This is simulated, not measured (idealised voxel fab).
Presented below is a process module, voxel self aligned contacts.
Shown is cross-section cut, with a width of 205 nm and square cells of size 5 nm.
Heads up, the way a cross-section reads in here is a grid of square cells, handed over as bands from the top down, with every band being one or more rows of cells. The entry gives the band's vertical extent as a top height and a bottom height in nm, then its horizontal make-up as materials from left to right, each with a width in nm. "empty" stands for empty space; a single material marked "everywhere" fills the band edge to edge. Heights are expressed relative to 0, this being the level below which the as-received wafer comprises one material exclusively. The lowest band is unbounded in the downward direction and is denoted as in "from 0 down". A width given as "30->40" starts at the first number in the band's top row and ends at the second number in its bottom row, shifting by an equal amount at every step from row to row. The designation "no alteration", where it is given for a processing step, indicates that no cell of the cross-section was altered in the course of that step. "Fully sealed cavities" specifies each empty space that is not open to the top and that occupies no fewer than 8 cells, using the form width x height at distance, the distance measured from the left edge and all three quantities in nm. Whatever follows a step's settings on its line is a remark the simulator itself makes about that step. overlay nm: how far to the right of its planned place the mask lay on this masked step (negative: to the left).
Planned step list for the process
1. RECEIVE with material Si
2. CONFORMAL_DEP with material SiO2, thk nm 5
3. DIRECTIONAL_DEP with material polySi, thk nm 25
4. DIRECTIONAL_DEP with material SiN, thk nm 20
5. PATTERN with tone cover, mask id GATE, material resist, width nm 25, pitch nm 50, thk nm 15, overlay nm -15
6. DIRECTIONAL_ETCH with etch materials SiN, depth nm 20
7. DIRECTIONAL_ETCH with etch materials polySi, depth nm 25
8. STRIP with etch materials resist
9. CONFORMAL_DEP with material SiN, thk nm 5
10. DIRECTIONAL_ETCH with etch materials SiN, depth nm 5
11. FILL_DEP with material SiO2, thk nm 20
12. CMP with height nm 60
13. DIRECTIONAL_DEP with material aC, thk nm 15
14. PATTERN with tone open, mask id CONTACT, material resist, width nm 35, pitch nm 50, thk nm 30, overlay nm 0
15. DIRECTIONAL_ETCH with etch materials aC, depth nm 15
16. STRIP with etch materials resist
17. DIRECTIONAL_ETCH with etch materials SiO2, depth nm 60
18. STRIP with etch materials aC
19. CONFORMAL_DEP with material TiN, thk nm 5
20. FILL_DEP with material W, thk nm 5
21. CMP with height nm 60
22. CONFORMAL_DEP with material SiN, thk nm 5
What sets these wafers apart? The overlay nm at step 5. They all start alike, and the plan carries the first wafer's value.
Cross-sectional view of the first of several wafers in the as-received condition, corresponding to the state following step 1
  from 0 down  Si everywhere
  Fully sealed cavities: none
Depicted here is the first of several wafers in cross-section, at module completion following the last step, step 22
  from 65 to 60  SiN everywhere
  from 60 to 55  60 SiO2, then 5 TiN, then 25 W, then 5 TiN, then 15 SiO2, then 5 TiN, then 25 W, then 5 TiN, then 60 SiO2
  from 55 to 50  60 SiO2, then 35 TiN, then 15 SiO2, then 35 TiN, then 60 SiO2
  from 50 to 30  20 SiO2, then 35 SiN, then 5 SiO2, then 10 TiN, then 35 SiN, then 5 SiO2, then 10 TiN, then 35 SiN, then 50 SiO2
  from 30 to 5  20 SiO2, then 5 SiN, then 25 polySi, then 5 SiN, then 5 SiO2, then 10 TiN, then 5 SiN, then 25 polySi, then 5 SiN, then 5 SiO2, then 10 TiN, then 5 SiN, then 25 polySi, then 5 SiN, then 50 SiO2
  from 5 to 0  60 SiO2, then 10 TiN, then 40 SiO2, then 10 TiN, then 85 SiO2
  from 0 down  Si everywhere
  Fully sealed cavities: none
Cross-section of the final wafer among several, taken at the end of the module
  from 65 to 60  SiN everywhere
  from 60 to 55  60 SiO2, then 5 TiN, then 25 W, then 5 TiN, then 15 SiO2, then 5 TiN, then 25 W, then 5 TiN, then 60 SiO2
  from 55 to 50  60 SiO2, then 35 TiN, then 15 SiO2, then 35 TiN, then 60 SiO2
  from 50 to 30  50 SiO2, then 35 SiN, then 10 TiN, then 5 SiO2, then 35 SiN, then 10 TiN, then 5 SiO2, then 35 SiN, then 20 SiO2
  from 30 to 5  50 SiO2, then 5 SiN, then 25 polySi, then 5 SiN, then 10 TiN, then 5 SiO2, then 5 SiN, then 25 polySi, then 5 SiN, then 10 TiN, then 5 SiO2, then 5 SiN, then 25 polySi, then 5 SiN, then 20 SiO2
  from 5 to 0  85 SiO2, then 10 TiN, then 40 SiO2, then 10 TiN, then 60 SiO2
  from 0 down  Si everywhere
  Fully sealed cavities: none
wafer rows; end of module; cells per material since receipt: (+) gained, (-) lost; then closed voids
overlay nm -15 | +155 SiN | +235 SiO2 | +58 TiN | +10 W | +75 polySi | Fully sealed cavities: none
overlay nm -10 | +155 SiN | +215 SiO2 | +58 TiN | +30 W | +75 polySi | Fully sealed cavities: none
overlay nm -5 | +155 SiN | +215 SiO2 | +58 TiN | +30 W | +75 polySi | Fully sealed cavities: none
overlay nm 0 | +155 SiN | +215 SiO2 | +58 TiN | +30 W | +75 polySi | Fully sealed cavities: none
overlay nm 5 | +155 SiN | +215 SiO2 | +58 TiN | +30 W | +75 polySi | Fully sealed cavities: none
overlay nm 10 | +155 SiN | +215 SiO2 | +58 TiN | +30 W | +75 polySi | Fully sealed cavities: none
overlay nm 15 | +155 SiN | +235 SiO2 | +58 TiN | +10 W | +75 polySi | Fully sealed cavities: none
